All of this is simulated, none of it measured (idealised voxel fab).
Herein follows the process module entitled voxel transistor to metal.
In the cross-section labelled cut, the width is 165 nm and each square cell is 5 nm.
Cross-sections here: square-cell grids, written as top-down lists of bands, a band being one or more rows of cells. Look at the band entry: it leads with the top's height and the bottom's height in nm. Then it lists the materials left to right, with a width in nm for each. The word "edge to edge" on a single material says that material fills the band edge to edge. The word "air" is empty space. The level at which height equals 0 is the one under which the wafer, as it arrives, is entirely one material. No lower edge exists for the bottom band, which continues downward and is notated as in "0 down". Graded width ("30 to 40"): value in top row of band = first number; value in bottom row = second number; row-to-row change constant. Where a step carries "no modifications", the cross-section came out of it unchanged, cell for cell. Voids, sealed: empty space of 8 cells or more with no open way to the top, each as width x height at its distance from the left edge, in nm. It should be noted that, on the line of a given step, the content following the step's settings is a remark produced by the simulator itself with respect to that step. What "overlay nm" on a step's line means: if the step has a mask, that mask lay this far to the right of its planned place, or, when the value is negative, to the left.

## Process steps foreseen in the plan
1) RECEIVE | material Si
2) CONFORMAL_DEP | material SiO2 | thk nm 5
3) CONFORMAL_DEP | material SiN | thk nm 10
4) MASKED_ETCH | tone cover | mask id ACTIVE | width nm 105 | etch materials SiN | depth nm 10 | overlay nm 0
5) MASKED_ETCH | tone cover | mask id ACTIVE | width nm 105 | etch materials SiO2 | depth nm 5 | overlay nm 0
6) MASKED_ETCH | tone cover | mask id ACTIVE | width nm 105 | etch materials Si | depth nm 30 | overlay nm 0
7) FILL_DEP | material SiO2 | thk nm 5
8) CMP | height nm 15
9) SELECTIVE_ETCH | etch materials SiO2 | depth nm 10
10) STRIP | etch materials SiN
11) SELECTIVE_ETCH | etch materials SiO2 | depth nm 5
12) OXIDIZE | depth nm 5
13) DIRECTIONAL_DEP | material polySi | thk nm 25
14) DIRECTIONAL_DEP | material SiCN | thk nm 15
15) PATTERN | tone cover | mask id GATE | material resist | width nm 15 | thk nm 20 | overlay nm 0
16) DIRECTIONAL_ETCH | etch materials SiCN | depth nm 25
17) DIRECTIONAL_ETCH | etch materials polySi | depth nm 35
18) STRIP | etch materials resist
19) CONFORMAL_DEP | material SiO2 | thk nm 5
20) DIRECTIONAL_ETCH | etch materials SiO2 | depth nm 5
21) CONFORMAL_DEP | material SiN | thk nm 5
22) DIRECTIONAL_ETCH | etch materials SiN | depth nm 5
23) DIRECTIONAL_ETCH | etch materials SiO2 | depth nm 5
24) DIRECTIONAL_ETCH | etch materials Si | depth nm 10
25) EPI | material pSi | thk nm 15
26) FILL_DEP | material SiO2 | thk nm 5
27) CMP | height nm 40
28) DIRECTIONAL_DEP | material SiO2 | thk nm 10
29) DIRECTIONAL_DEP | material aC | thk nm 10
30) PATTERN | tone open | mask id CONTACT | material resist | width nm 30 | pitch nm 55 | thk nm 25 | overlay nm 0
31) DIRECTIONAL_ETCH | etch materials aC | depth nm 10
32) STRIP | etch materials resist
33) DIRECTIONAL_ETCH | etch materials SiO2 | depth nm 50
34) STRIP | etch materials aC
35) CONFORMAL_DEP | material TiN | thk nm 5
36) FILL_DEP | material W | thk nm 10
37) CMP | height nm 50
38) DIRECTIONAL_DEP | material TiN | thk nm 5
39) DIRECTIONAL_DEP | material W | thk nm 20
40) MASKED_ETCH | tone cover | mask id METAL_1 | width nm 15 | pitch nm 70 | etch materials W | depth nm 20 | overlay nm 0
41) MASKED_ETCH | tone cover | mask id METAL_1 | width nm 15 | pitch nm 70 | etch materials TiN | depth nm 5 | overlay nm 0
42) FILL_DEP | material lowk | thk nm 10
43) CMP | height nm 75
44) CONFORMAL_DEP | material SiCN | thk nm 5
45) DIRECTIONAL_DEP | material lowk | thk nm 25
46) MASKED_ETCH | tone open | mask id METAL_2 | width nm 15 | pitch nm 70 | etch materials lowk | depth nm 15 | overlay nm 0
47) MASKED_ETCH | tone open | mask id METAL_2_HOLES | width nm 15 | pitch nm 70 | etch materials lowk | depth nm 10 | overlay nm 0
48) MASKED_ETCH | tone open | mask id METAL_2_HOLES | width nm 15 | pitch nm 70 | etch materials SiCN | depth nm 5 | overlay nm 0
49) CONFORMAL_DEP | material TiN | thk nm 5
50) FILL_DEP | material Cu | thk nm 10
51) CMP | height nm 105
52) CONFORMAL_DEP | material SiCN | thk nm 5

## The first of a set of two wafers, run to plan

## Step 1 complete: cross-section of the wafer as received
  0 down | Si edge to edge
  Voids, sealed: none

## Step 2 complete: cross-section through the wafer
  5 to 0 | SiO2 edge to edge
  No changes below 0.

## Step 3 complete: cross-section through the wafer
  15 to 5 | SiN edge to edge
  No changes below 5.

## Step 4 complete: cross-section through the wafer
  15 to 5 | 30 air / 105 SiN / 30 air
  No changes below 5.

## Step 5 complete: cross-section through the wafer
  15 to 5 | 30 air / 105 SiN / 30 air
  5 to 0 | 30 air / 105 SiO2 / 30 air
  No changes below 0.

## Step 6 complete: cross-section through the wafer
  15 to 5 | 30 air / 105 SiN / 30 air
  5 to 0 | 30 air / 105 SiO2 / 30 air
  0 to -30 | 30 air / 105 Si / 30 air
  No changes below -30.

## Step 7 complete: cross-section through the wafer
  20 to 15 | SiO2 edge to edge
  15 to 5 | 30 SiO2 / 105 SiN / 30 SiO2
  5 to 0 | SiO2 edge to edge
  0 to -30 | 30 SiO2 / 105 Si / 30 SiO2
  No changes below -30.

## Step 8 complete: cross-section through the wafer
  15 to 5 | 30 SiO2 / 105 SiN / 30 SiO2
  No changes below 5.

## Step 9 complete: cross-section through the wafer
  15 to 5 | 30 air / 105 SiN / 30 air
  No changes below 5.

## Step 10 complete: cross-section through the wafer
  5 to 0 | SiO2 edge to edge
  No changes below 0.

## Step 11 complete: cross-section through the wafer
  0 to -30 | 30 SiO2 / 105 Si / 30 SiO2
  No changes below -30.

## Step 12 complete: cross-section through the wafer
  0 to -5 | SiO2 edge to edge
  No changes below -5.

## Step 13 complete: cross-section through the wafer
  25 to 0 | polySi edge to edge
  No changes below 0.

## Step 14 complete: cross-section through the wafer
  40 to 25 | SiCN edge to edge
  No changes below 25.

## Step 15 complete: cross-section through the wafer
  60 to 40 | 75 air / 15 resist / 75 air
  No changes below 40.

## Step 16 complete: cross-section through the wafer
  60 to 40 | 75 air / 15 resist / 75 air
  40 to 25 | 75 air / 15 SiCN / 75 air
  No changes below 25.

## Step 17 complete: cross-section through the wafer
  60 to 40 | 75 air / 15 resist / 75 air
  40 to 25 | 75 air / 15 SiCN / 75 air
  25 to 0 | 75 air / 15 polySi / 75 air
  No changes below 0.

## Step 18 complete: cross-section through the wafer
  40 to 25 | 75 air / 15 SiCN / 75 air
  No changes below 25.

## Step 19 complete: cross-section through the wafer
  45 to 40 | 70 air / 25 SiO2 / 70 air
  40 to 25 | 70 air / 5 SiO2 / 15 SiCN / 5 SiO2 / 70 air
  25 to 5 | 70 air / 5 SiO2 / 15 polySi / 5 SiO2 / 70 air
  5 to 0 | 75 SiO2 / 15 polySi / 75 SiO2
  No changes below 0.

## Step 20 complete: cross-section through the wafer
  40 to 25 | 70 air / 5 SiO2 / 15 SiCN / 5 SiO2 / 70 air
  25 to 0 | 70 air / 5 SiO2 / 15 polySi / 5 SiO2 / 70 air
  No changes below 0.

## Step 21 complete: cross-section through the wafer
  45 to 40 | 65 air / 35 SiN / 65 air
  40 to 25 | 65 air / 5 SiN / 5 SiO2 / 15 SiCN / 5 SiO2 / 5 SiN / 65 air
  25 to 5 | 65 air / 5 SiN / 5 SiO2 / 15 polySi / 5 SiO2 / 5 SiN / 65 air
  5 to 0 | 70 SiN / 5 SiO2 / 15 polySi / 5 SiO2 / 70 SiN
  No changes below 0.

## Step 22 complete: cross-section through the wafer
  40 to 25 | 65 air / 5 SiN / 5 SiO2 / 15 SiCN / 5 SiO2 / 5 SiN / 65 air
  25 to 0 | 65 air / 5 SiN / 5 SiO2 / 15 polySi / 5 SiO2 / 5 SiN / 65 air
  No changes below 0.

## Step 23 complete: cross-section through the wafer
  40 to 35 | 65 air / 5 SiN / 5 air / 15 SiCN / 5 air / 5 SiN / 65 air
  35 to 25 | 65 air / 5 SiN / 5 SiO2 / 15 SiCN / 5 SiO2 / 5 SiN / 65 air
  25 to 0 | 65 air / 5 SiN / 5 SiO2 / 15 polySi / 5 SiO2 / 5 SiN / 65 air
  0 to -5 | 65 air / 35 SiO2 / 65 air
  No changes below -5.

## Step 24 complete: cross-section through the wafer
  40 to 35 | 65 air / 5 SiN / 5 air / 15 SiCN / 5 air / 5 SiN / 65 air
  35 to 25 | 65 air / 5 SiN / 5 SiO2 / 15 SiCN / 5 SiO2 / 5 SiN / 65 air
  25 to 0 | 65 air / 5 SiN / 5 SiO2 / 15 polySi / 5 SiO2 / 5 SiN / 65 air
  0 to -5 | 65 air / 35 SiO2 / 65 air
  -5 to -15 | 30 SiO2 / 35 air / 35 Si / 35 air / 30 SiO2
  No changes below -15.

## Step 25 complete: cross-section through the wafer
  40 to 35 | 65 air / 5 SiN / 5 air / 15 SiCN / 5 air / 5 SiN / 65 air
  35 to 25 | 65 air / 5 SiN / 5 SiO2 / 15 SiCN / 5 SiO2 / 5 SiN / 65 air
  25 to 10 | 65 air / 5 SiN / 5 SiO2 / 15 polySi / 5 SiO2 / 5 SiN / 65 air
  10 to 0 | 50 air / 15 pSi / 5 SiN / 5 SiO2 / 15 polySi / 5 SiO2 / 5 SiN / 15 pSi / 50 air
  0 to -5 | 25 air / 40 pSi / 35 SiO2 / 40 pSi / 25 air
  -5 to -15 | 30 SiO2 / 35 pSi / 35 Si / 35 pSi / 30 SiO2
  No changes below -15.

## Step 26 complete: cross-section through the wafer
  45 to 40 | SiO2 edge to edge
  40 to 25 | 65 SiO2 / 5 SiN / 5 SiO2 / 15 SiCN / 5 SiO2 / 5 SiN / 65 SiO2
  25 to 10 | 65 SiO2 / 5 SiN / 5 SiO2 / 15 polySi / 5 SiO2 / 5 SiN / 65 SiO2
  10 to 0 | 50 SiO2 / 15 pSi / 5 SiN / 5 SiO2 / 15 polySi / 5 SiO2 / 5 SiN / 15 pSi / 50 SiO2
  0 to -5 | 25 SiO2 / 40 pSi / 35 SiO2 / 40 pSi / 25 SiO2
  No changes below -5.

## Step 27 complete: cross-section through the wafer
  40 to 25 | 65 SiO2 / 5 SiN / 5 SiO2 / 15 SiCN / 5 SiO2 / 5 SiN / 65 SiO2
  No changes below 25.

## Step 28 complete: cross-section through the wafer
  50 to 40 | SiO2 edge to edge
  No changes below 40.

## Step 29 complete: cross-section through the wafer
  60 to 50 | aC edge to edge
  No changes below 50.

## Step 30 complete: cross-section through the wafer
  85 to 60 | 40 resist / 30 air / 25 resist / 30 air / 40 resist
  No changes below 60.

## Step 31 complete: cross-section through the wafer
  75 to 60 | 40 resist / 30 air / 25 resist / 30 air / 40 resist
  60 to 50 | 40 aC / 30 air / 25 aC / 30 air / 40 aC
  No changes below 50.

## Step 32 complete: cross-section through the wafer
  60 to 50 | 40 aC / 30 air / 25 aC / 30 air / 40 aC
  No changes below 50.

## Step 33 complete: cross-section through the wafer
  60 to 50 | 40 aC / 30 air / 25 aC / 30 air / 40 aC
  50 to 40 | 40 SiO2 / 30 air / 25 SiO2 / 30 air / 40 SiO2
  40 to 25 | 40 SiO2 / 25 air / 5 SiN / 5 SiO2 / 15 SiCN / 5 SiO2 / 5 SiN / 25 air / 40 SiO2
  25 to 10 | 40 SiO2 / 25 air / 5 SiN / 5 SiO2 / 15 polySi / 5 SiO2 / 5 SiN / 25 air / 40 SiO2
  10 to 0 | 40 SiO2 / 10 air / 15 pSi / 5 SiN / 5 SiO2 / 15 polySi / 5 SiO2 / 5 SiN / 15 pSi / 10 air / 40 SiO2
  No changes below 0.

## Step 34 complete: cross-section through the wafer
  50 to 40 | 40 SiO2 / 30 air / 25 SiO2 / 30 air / 40 SiO2
  No changes below 40.

## Step 35 complete: cross-section through the wafer
  55 to 50 | 45 TiN / 20 air / 35 TiN / 20 air / 45 TiN
  50 to 40 | 40 SiO2 / 5 TiN / 20 to 15 air / 5 to 10 TiN / 25 SiO2 / 5 to 10 TiN / 20 to 15 air / 5 TiN / 40 SiO2
  40 to 25 | 40 SiO2 / 5 TiN / 15 air / 5 TiN / 5 SiN / 5 SiO2 / 15 SiCN / 5 SiO2 / 5 SiN / 5 TiN / 15 air / 5 TiN / 40 SiO2
  25 to 15 | 40 SiO2 / 5 TiN / 15 air / 5 TiN / 5 SiN / 5 SiO2 / 15 polySi / 5 SiO2 / 5 SiN / 5 TiN / 15 air / 5 TiN / 40 SiO2
  15 to 10 | 40 SiO2 / 25 TiN / 5 SiN / 5 SiO2 / 15 polySi / 5 SiO2 / 5 SiN / 25 TiN / 40 SiO2
  10 to 0 | 40 SiO2 / 10 TiN / 15 pSi / 5 SiN / 5 SiO2 / 15 polySi / 5 SiO2 / 5 SiN / 15 pSi / 10 TiN / 40 SiO2
  No changes below 0.

## Step 36 complete: cross-section through the wafer
  65 to 55 | W edge to edge
  55 to 50 | 45 TiN / 20 W / 35 TiN / 20 W / 45 TiN
  50 to 40 | 40 SiO2 / 5 TiN / 20 to 15 W / 5 to 10 TiN / 25 SiO2 / 5 to 10 TiN / 20 to 15 W / 5 TiN / 40 SiO2
  40 to 25 | 40 SiO2 / 5 TiN / 15 W / 5 TiN / 5 SiN / 5 SiO2 / 15 SiCN / 5 SiO2 / 5 SiN / 5 TiN / 15 W / 5 TiN / 40 SiO2
  25 to 15 | 40 SiO2 / 5 TiN / 15 W / 5 TiN / 5 SiN / 5 SiO2 / 15 polySi / 5 SiO2 / 5 SiN / 5 TiN / 15 W / 5 TiN / 40 SiO2
  No changes below 15.

## Step 37 complete: cross-section through the wafer
  50 to 40 | 40 SiO2 / 5 TiN / 20 to 15 W / 5 to 10 TiN / 25 SiO2 / 5 to 10 TiN / 20 to 15 W / 5 TiN / 40 SiO2
  No changes below 40.

## Step 38 complete: cross-section through the wafer
  55 to 50 | TiN edge to edge
  No changes below 50.

## Step 39 complete: cross-section through the wafer
  75 to 55 | W edge to edge
  No changes below 55.

## Step 40 complete: cross-section through the wafer
  75 to 55 | 40 air / 15 W / 55 air / 15 W / 40 air
  No changes below 55.

## Step 41 complete: cross-section through the wafer
  75 to 55 | 40 air / 15 W / 55 air / 15 W / 40 air
  55 to 50 | 40 air / 15 TiN / 55 air / 15 TiN / 40 air
  No changes below 50.

## Step 42 complete: cross-section through the wafer
  85 to 75 | lowk edge to edge
  75 to 55 | 40 lowk / 15 W / 55 lowk / 15 W / 40 lowk
  55 to 50 | 40 lowk / 15 TiN / 55 lowk / 15 TiN / 40 lowk
  No changes below 50.

## Step 43 complete: cross-section through the wafer
  75 to 55 | 40 lowk / 15 W / 55 lowk / 15 W / 40 lowk
  No changes below 55.

## Step 44 complete: cross-section through the wafer
  80 to 75 | SiCN edge to edge
  No changes below 75.

## Step 45 complete: cross-section through the wafer
  105 to 80 | lowk edge to edge
  No changes below 80.

## Step 46 complete: cross-section through the wafer
  105 to 90 | 40 lowk / 15 air / 55 lowk / 15 air / 40 lowk
  No changes below 90.

## Step 47 complete: cross-section through the wafer
  105 to 80 | 40 lowk / 15 air / 55 lowk / 15 air / 40 lowk
  No changes below 80.

## Step 48 complete: cross-section through the wafer
  105 to 80 | 40 lowk / 15 air / 55 lowk / 15 air / 40 lowk
  80 to 75 | 40 SiCN / 15 air / 55 SiCN / 15 air / 40 SiCN
  No changes below 75.

## Step 49 complete: cross-section through the wafer
  110 to 105 | 45 TiN / 5 air / 65 TiN / 5 air / 45 TiN
  105 to 80 | 40 lowk / 5 TiN / 5 air / 5 TiN / 55 lowk / 5 TiN / 5 air / 5 TiN / 40 lowk
  80 to 75 | 40 SiCN / 15 TiN / 55 SiCN / 15 TiN / 40 SiCN
  No changes below 75.

## Step 50 complete: cross-section through the wafer
  120 to 110 | Cu edge to edge
  110 to 105 | 45 TiN / 5 Cu / 65 TiN / 5 Cu / 45 TiN
  105 to 80 | 40 lowk / 5 TiN / 5 Cu / 5 TiN / 55 lowk / 5 TiN / 5 Cu / 5 TiN / 40 lowk
  No changes below 80.

## Step 51 complete: cross-section through the wafer
  105 to 80 | 40 lowk / 5 TiN / 5 Cu / 5 TiN / 55 lowk / 5 TiN / 5 Cu / 5 TiN / 40 lowk
  No changes below 80.

## Step 52 complete: cross-section through the wafer
  110 to 105 | SiCN edge to edge
  No changes below 105.

## Regarding the second of the two wafers: it shared the first wafer's starting condition and process plan, yet one error occurred during its execution. Its history coincides with that of the first wafer up to and including step 23

## Cross-section of the second wafer corresponding to the planned conclusion of step 24
  40 to 35 | 65 air / 5 SiN / 5 air / 15 SiCN / 5 air / 5 SiN / 65 air
  35 to 25 | 65 air / 5 SiN / 5 SiO2 / 15 SiCN / 5 SiO2 / 5 SiN / 65 air
  25 to 10 | 65 air / 5 SiN / 5 SiO2 / 15 polySi / 5 SiO2 / 5 SiN / 65 air
  10 to 0 | 15 air / 50 pSi / 5 SiN / 5 SiO2 / 15 polySi / 5 SiO2 / 5 SiN / 50 pSi / 15 air
  0 to -5 | 15 air / 50 pSi / 35 SiO2 / 50 pSi / 15 air
  No changes below -5.

## Cross-section of the second wafer corresponding to the planned conclusion of step 25
  40 to 35 | 65 air / 5 SiN / 5 air / 15 SiCN / 5 air / 5 SiN / 65 air
  35 to 25 | 65 air / 5 SiN / 5 SiO2 / 15 SiCN / 5 SiO2 / 5 SiN / 65 air
  25 to 0 | 65 air / 5 SiN / 5 SiO2 / 15 polySi / 5 SiO2 / 5 SiN / 65 air
  No changes below 0.

## Cross-section of the second wafer corresponding to the planned conclusion of step 26
  45 to 40 | SiO2 edge to edge
  40 to 25 | 65 SiO2 / 5 SiN / 5 SiO2 / 15 SiCN / 5 SiO2 / 5 SiN / 65 SiO2
  25 to 0 | 65 SiO2 / 5 SiN / 5 SiO2 / 15 polySi / 5 SiO2 / 5 SiN / 65 SiO2
  0 to -5 | 15 SiO2 / 50 pSi / 35 SiO2 / 50 pSi / 15 SiO2
  No changes below -5.

## Cross-section of the second wafer corresponding to the planned conclusion of step 27
  40 to 25 | 65 SiO2 / 5 SiN / 5 SiO2 / 15 SiCN / 5 SiO2 / 5 SiN / 65 SiO2
  No changes below 25.

## Cross-section of the second wafer corresponding to the planned conclusion of step 28
  50 to 40 | SiO2 edge to edge
  No changes below 40.

## Cross-section of the second wafer corresponding to the planned conclusion of step 29
  60 to 50 | aC edge to edge
  No changes below 50.

## Cross-section of the second wafer corresponding to the planned conclusion of step 30
  85 to 60 | 40 resist / 30 air / 25 resist / 30 air / 40 resist
  No changes below 60.

## Cross-section of the second wafer corresponding to the planned conclusion of step 31
  75 to 60 | 40 resist / 30 air / 25 resist / 30 air / 40 resist
  60 to 50 | 40 aC / 30 air / 25 aC / 30 air / 40 aC
  No changes below 50.

## Cross-section of the second wafer corresponding to the planned conclusion of step 32
  60 to 50 | 40 aC / 30 air / 25 aC / 30 air / 40 aC
  No changes below 50.

## Cross-section of the second wafer corresponding to the planned conclusion of step 33
  60 to 50 | 40 aC / 30 air / 25 aC / 30 air / 40 aC
  50 to 40 | 40 SiO2 / 30 air / 25 SiO2 / 30 air / 40 SiO2
  40 to 25 | 40 SiO2 / 25 air / 5 SiN / 5 SiO2 / 15 SiCN / 5 SiO2 / 5 SiN / 25 air / 40 SiO2
  25 to 0 | 40 SiO2 / 25 air / 5 SiN / 5 SiO2 / 15 polySi / 5 SiO2 / 5 SiN / 25 air / 40 SiO2
  No changes below 0.

## Cross-section of the second wafer corresponding to the planned conclusion of step 34
  50 to 40 | 40 SiO2 / 30 air / 25 SiO2 / 30 air / 40 SiO2
  No changes below 40.

## Cross-section of the second wafer corresponding to the planned conclusion of step 35
  55 to 50 | 45 TiN / 20 air / 35 TiN / 20 air / 45 TiN
  50 to 40 | 40 SiO2 / 5 TiN / 20 to 15 air / 5 to 10 TiN / 25 SiO2 / 5 to 10 TiN / 20 to 15 air / 5 TiN / 40 SiO2
  40 to 25 | 40 SiO2 / 5 TiN / 15 air / 5 TiN / 5 SiN / 5 SiO2 / 15 SiCN / 5 SiO2 / 5 SiN / 5 TiN / 15 air / 5 TiN / 40 SiO2
  25 to 5 | 40 SiO2 / 5 TiN / 15 air / 5 TiN / 5 SiN / 5 SiO2 / 15 polySi / 5 SiO2 / 5 SiN / 5 TiN / 15 air / 5 TiN / 40 SiO2
  5 to 0 | 40 SiO2 / 25 TiN / 5 SiN / 5 SiO2 / 15 polySi / 5 SiO2 / 5 SiN / 25 TiN / 40 SiO2
  No changes below 0.

## Cross-section of the second wafer corresponding to the planned conclusion of step 36
  65 to 55 | W edge to edge
  55 to 50 | 45 TiN / 20 W / 35 TiN / 20 W / 45 TiN
  50 to 40 | 40 SiO2 / 5 TiN / 20 to 15 W / 5 to 10 TiN / 25 SiO2 / 5 to 10 TiN / 20 to 15 W / 5 TiN / 40 SiO2
  40 to 25 | 40 SiO2 / 5 TiN / 15 W / 5 TiN / 5 SiN / 5 SiO2 / 15 SiCN / 5 SiO2 / 5 SiN / 5 TiN / 15 W / 5 TiN / 40 SiO2
  25 to 5 | 40 SiO2 / 5 TiN / 15 W / 5 TiN / 5 SiN / 5 SiO2 / 15 polySi / 5 SiO2 / 5 SiN / 5 TiN / 15 W / 5 TiN / 40 SiO2
  No changes below 5.

## Cross-section of the second wafer corresponding to the planned conclusion of step 37
  50 to 40 | 40 SiO2 / 5 TiN / 20 to 15 W / 5 to 10 TiN / 25 SiO2 / 5 to 10 TiN / 20 to 15 W / 5 TiN / 40 SiO2
  No changes below 40.

## Cross-section of the second wafer corresponding to the planned conclusion of step 38
  55 to 50 | TiN edge to edge
  No changes below 50.

## Cross-section of the second wafer corresponding to the planned conclusion of step 39
  75 to 55 | W edge to edge
  No changes below 55.

## Cross-section of the second wafer corresponding to the planned conclusion of step 40
  75 to 55 | 40 air / 15 W / 55 air / 15 W / 40 air
  No changes below 55.

## Cross-section of the second wafer corresponding to the planned conclusion of step 41
  75 to 55 | 40 air / 15 W / 55 air / 15 W / 40 air
  55 to 50 | 40 air / 15 TiN / 55 air / 15 TiN / 40 air
  No changes below 50.

## Cross-section of the second wafer corresponding to the planned conclusion of step 42
  85 to 75 | lowk edge to edge
  75 to 55 | 40 lowk / 15 W / 55 lowk / 15 W / 40 lowk
  55 to 50 | 40 lowk / 15 TiN / 55 lowk / 15 TiN / 40 lowk
  No changes below 50.

## Cross-section of the second wafer corresponding to the planned conclusion of step 43
  75 to 55 | 40 lowk / 15 W / 55 lowk / 15 W / 40 lowk
  No changes below 55.

## Cross-section of the second wafer corresponding to the planned conclusion of step 44
  80 to 75 | SiCN edge to edge
  No changes below 75.

## Cross-section of the second wafer corresponding to the planned conclusion of step 45
  105 to 80 | lowk edge to edge
  No changes below 80.

## Cross-section of the second wafer corresponding to the planned conclusion of step 46
  105 to 90 | 40 lowk / 15 air / 55 lowk / 15 air / 40 lowk
  No changes below 90.

## Cross-section of the second wafer corresponding to the planned conclusion of step 47
  105 to 80 | 40 lowk / 15 air / 55 lowk / 15 air / 40 lowk
  No changes below 80.

## Cross-section of the second wafer corresponding to the planned conclusion of step 48
  105 to 80 | 40 lowk / 15 air / 55 lowk / 15 air / 40 lowk
  80 to 75 | 40 SiCN / 15 air / 55 SiCN / 15 air / 40 SiCN
  No changes below 75.

## Cross-section of the second wafer corresponding to the planned conclusion of step 49
  110 to 105 | 45 TiN / 5 air / 65 TiN / 5 air / 45 TiN
  105 to 80 | 40 lowk / 5 TiN / 5 air / 5 TiN / 55 lowk / 5 TiN / 5 air / 5 TiN / 40 lowk
  80 to 75 | 40 SiCN / 15 TiN / 55 SiCN / 15 TiN / 40 SiCN
  No changes below 75.

## Cross-section of the second wafer corresponding to the planned conclusion of step 50
  120 to 110 | Cu edge to edge
  110 to 105 | 45 TiN / 5 Cu / 65 TiN / 5 Cu / 45 TiN
  105 to 80 | 40 lowk / 5 TiN / 5 Cu / 5 TiN / 55 lowk / 5 TiN / 5 Cu / 5 TiN / 40 lowk
  No changes below 80.

## Cross-section of the second wafer corresponding to the planned conclusion of step 51
  105 to 80 | 40 lowk / 5 TiN / 5 Cu / 5 TiN / 55 lowk / 5 TiN / 5 Cu / 5 TiN / 40 lowk
  No changes below 80.

## Cross-section of the second wafer corresponding to the planned conclusion of step 52
  110 to 105 | SiCN edge to edge
  No changes below 105.
It is concluded that the wafer was processed incorrectly with respect to the plan, in that plan steps 24 and 25 run swapped
Final tally in cells, some materials are higher or lower on the second wafer than on the first: Si: 28 more, SiO2: 4 fewer, W: 12 more, pSi: 36 fewer
